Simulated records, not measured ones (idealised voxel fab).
Proc. module: voxel self aligned contacts
170 nm wide, 5 nm square cells: that's cross-section cut.
Format of a cross-section: grid, square cells. Given as bands. Order: top down. Band: one or more rows of cells.
First you get the band's top height and its bottom height, in nm, and then the materials it's made of, left to right, with each width in nm. If you see a single material with "full width", that one covers the band edge to edge. "air" is empty space.
Ref level 0: as-received wafer is one material below here. Bottom band extends down with no lower bound ("0 and below").
A width given as "30..40" starts at the first number in the band's top row and ends at the second number in its bottom row, shifting by an equal amount at every step from row to row.
You'll sometimes find "nothing changed" written for a step, and that's the way of saying that nowhere in the cross-section did a cell change during that step.
Entry "Closed void register". Content: empty spaces with no open connection to the top, size 8 cells or greater. Each: width x height at distance. Distance: from left edge. Unit: nm.
Where a step's line continues beyond its settings, the continuation is a remark by the simulator itself on that step.
The optional step-line setting "overlay nm" applies to steps with a mask and quantifies how far to the right of its planned location the mask lay, a negative value indicating leftward placement.

Process steps (planned)
1. RECEIVE | material Si
2. OXIDIZE | depth nm 5
3. DIRECTIONAL_DEP | material polySi | thk nm 20
4. DIRECTIONAL_DEP | material SiN | thk nm 15
5. DIRECTIONAL_DEP | material aC | thk nm 10
6. PATTERN | tone cover | mask id GATE | material resist | width nm 35 | pitch nm 65 | thk nm 25 | overlay nm 0
7. DIRECTIONAL_ETCH | etch materials aC | depth nm 10
8. STRIP | etch materials resist
9. DIRECTIONAL_ETCH | etch materials SiN | depth nm 15
10. DIRECTIONAL_ETCH | etch materials polySi | depth nm 20
11. STRIP | etch materials aC
12. CONFORMAL_DEP | material SiN | thk nm 5
13. DIRECTIONAL_ETCH | etch materials SiN | depth nm 5
14. FILL_DEP | material SiO2 | thk nm 15
15. CMP | height nm 40
16. DIRECTIONAL_DEP | material aC | thk nm 15
17. PATTERN | tone open | mask id CONTACT | material resist | width nm 50 | thk nm 30 | overlay nm 0
18. DIRECTIONAL_ETCH | etch materials aC | depth nm 15
19. STRIP | etch materials resist
20. DIRECTIONAL_ETCH | etch materials SiO2 | depth nm 45
21. STRIP | etch materials aC
22. CONFORMAL_DEP | material TiN | thk nm 5
23. FILL_DEP | material W | thk nm 10
24. CMP | height nm 40
25. CONFORMAL_DEP | material SiCN | thk nm 5

Cross-section of the wafer as it came to us, i.e., already through step 1
    0 and below = Si full width
    Closed void register: none

Looking at the first of two wafers in cross-section at end of module - ran to plan
    45 down to 40 = SiCN full width
    40 down to 35 = SiO2: 60 / TiN: 20 / W: 10 / TiN: 20 / SiO2: 60
    35 down to 20 = SiO2: 30 / SiN: 45 / TiN: 5 / W: 10 / TiN: 5 / SiN: 45 / SiO2: 30
    20 down to 0 = SiO2: 30 / SiN: 5 / polySi: 35 / SiN: 5 / TiN: 5 / W: 10 / TiN: 5 / SiN: 5 / polySi: 35 / SiN: 5 / SiO2: 30
    0 down to -5 = SiO2: 75 / TiN: 20 / SiO2: 75
    -5 and below = Si full width
    Closed void register: none

This is the second of the two wafers, cross-sectioned at the end of the module; it started exactly like the first and was given the same plan, but it was run with one mistake
    45 down to 40 = SiCN full width
    40 down to 35 = SiO2: 30 / SiN: 45 / TiN: 20 / SiN: 45 / SiO2: 30
    35 down to 20 = SiN full width
    20 down to 0 = polySi full width
    0 down to -5 = SiO2 full width
    -5 and below = Si full width
    Closed void register: none
Nonconformance to the process plan: step 4 from the plan got run twice
Final wafer comparison in cells, second versus first, more or fewer per material: SiN +50 | SiO2 -92 | TiN -22 | W -16 | polySi +80
